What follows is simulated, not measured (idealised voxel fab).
process module | voxel self aligned vias
cross-section cut | 140 nm wide | cells 5 nm
A cross-section is a grid of square cells, given in bands from the top down. A band is one or more rows of cells.
Each band's line starts with the height of the band's top and of its bottom, in nm. Then come its materials from left to right, each with its width in nm. One material with "throughout" fills the band from edge to edge. "air" is empty space.
Height 0 is the level under which the wafer as received is all one material. The lowest band goes on downwards, as in "0 down".
A width such as "30 to 40" changes by the same amount from each row of cells to the next, from the band's top row to its bottom row.
"no change" after a step means that no cell of the cross-section changed.
closed voids: empty space of 8 cells or more with no open way to the top, each as width x height at its distance from the left edge, in nm
after a step's settings: what the simulator itself notes on the step
overlay nm, on a step with a mask: how far to the right of its planned place the mask lay; to the left if negative
plan
1 op RECEIVE | material Si
2 op CONFORMAL_DEP | material SiO2 | thk nm 15
3 op CONFORMAL_DEP | material SiCN | thk nm 5
4 op DIRECTIONAL_DEP | material SiO2 | thk nm 20
5 op MASKED_ETCH | tone open | mask id LINES | width nm 25 | pitch nm 50 | etch materials SiO2 | depth nm 20 | overlay nm 0
6 op CONFORMAL_DEP | material TiN | thk nm 5
7 op FILL_DEP | material W | thk nm 10
8 op CMP | height nm 40
9 op SELECTIVE_ETCH | etch materials W Ru TiN | depth nm 10
10 op FILL_DEP | material SiN | thk nm 5
11 op CMP | height nm 40
12 op DIRECTIONAL_DEP | material SiO2 | thk nm 15
13 op PATTERN | tone open | mask id VIAS | material resist | width nm 35 | thk nm 20 | overlay nm 0
14 op DIRECTIONAL_ETCH | etch materials SiO2 | depth nm 15
15 op DIRECTIONAL_ETCH | etch materials SiN | depth nm 10
16 op STRIP | etch materials resist
17 op CONFORMAL_DEP | material TiN | thk nm 5
18 op FILL_DEP | material Cu | thk nm 10
19 op CMP | height nm 55
20 op CONFORMAL_DEP | material SiN | thk nm 5
first wafer, as planned
as received, after step 1
  0 down: Si throughout
  closed voids: none
after step 2
  15 to 0: SiO2 throughout
  below 0: unchanged
after step 3
  20 to 15: SiCN throughout
  below 15: unchanged
after step 4
  40 to 20: SiO2 throughout
  below 20: unchanged
after step 5
  40 to 20: SiO2 30 | air 25 | SiO2 25 | air 25 | SiO2 35
  below 20: unchanged
after step 6
  45 to 40: TiN 35 | air 15 | TiN 35 | air 15 | TiN 40
  40 to 25: SiO2 30 | TiN 5 | air 15 | TiN 5 | SiO2 25 | TiN 5 | air 15 | TiN 5 | SiO2 35
  25 to 20: SiO2 30 | TiN 25 | SiO2 25 | TiN 25 | SiO2 35
  below 20: unchanged
after step 7
  55 to 45: W throughout
  45 to 40: TiN 35 | W 15 | TiN 35 | W 15 | TiN 40
  40 to 25: SiO2 30 | TiN 5 | W 15 | TiN 5 | SiO2 25 | TiN 5 | W 15 | TiN 5 | SiO2 35
  below 25: unchanged
after step 8
  40 to 25: SiO2 30 | TiN 5 | W 15 | TiN 5 | SiO2 25 | TiN 5 | W 15 | TiN 5 | SiO2 35
  below 25: unchanged
after step 9
  40 to 30: SiO2 30 | air 25 | SiO2 25 | air 25 | SiO2 35
  below 30: unchanged
after step 10
  45 to 40: SiN throughout
  40 to 30: SiO2 30 | SiN 25 | SiO2 25 | SiN 25 | SiO2 35
  below 30: unchanged
after step 11
  40 to 30: SiO2 30 | SiN 25 | SiO2 25 | SiN 25 | SiO2 35
  below 30: unchanged
after step 12
  55 to 40: SiO2 throughout
  below 40: unchanged
after step 13
  75 to 55: resist 25 | air 35 | resist 80
  below 55: unchanged
after step 14
  75 to 55: resist 25 | air 35 | resist 80
  55 to 40: SiO2 25 | air 35 | SiO2 80
  below 40: unchanged
after step 15
  75 to 55: resist 25 | air 35 | resist 80
  55 to 40: SiO2 25 | air 35 | SiO2 80
  40 to 30: SiO2 30 | air 25 | SiO2 25 | SiN 25 | SiO2 35
  below 30: unchanged
after step 16
  55 to 40: SiO2 25 | air 35 | SiO2 80
  below 40: unchanged
after step 17
  60 to 55: TiN 30 | air 25 | TiN 85
  55 to 45: SiO2 25 | TiN 5 | air 25 | TiN 5 | SiO2 80
  45 to 40: SiO2 25 | TiN 10 | air 15 | TiN 10 | SiO2 80
  40 to 35: SiO2 30 | TiN 5 | air 15 | TiN 5 | SiO2 25 | SiN 25 | SiO2 35
  35 to 30: SiO2 30 | TiN 25 | SiO2 25 | SiN 25 | SiO2 35
  below 30: unchanged
after step 18
  70 to 60: Cu throughout
  60 to 55: TiN 30 | Cu 25 | TiN 85
  55 to 45: SiO2 25 | TiN 5 | Cu 25 | TiN 5 | SiO2 80
  45 to 40: SiO2 25 | TiN 10 | Cu 15 | TiN 10 | SiO2 80
  40 to 35: SiO2 30 | TiN 5 | Cu 15 | TiN 5 | SiO2 25 | SiN 25 | SiO2 35
  below 35: unchanged
after step 19
  55 to 45: SiO2 25 | TiN 5 | Cu 25 | TiN 5 | SiO2 80
  below 45: unchanged
after step 20
  60 to 55: SiN throughout
  below 55: unchanged
second wafer: like start, like plan, one mistake. Through step 19 it matches the first wafer
when step 20 should have ended
  60 to 55: Ru throughout
  below 55: unchanged
what went wrong: step 20 ran as: op CONFORMAL_DEP | material Ru | thk nm 5
at the end the second wafer has, in cells: 28 more of Ru | 28 fewer of SiN
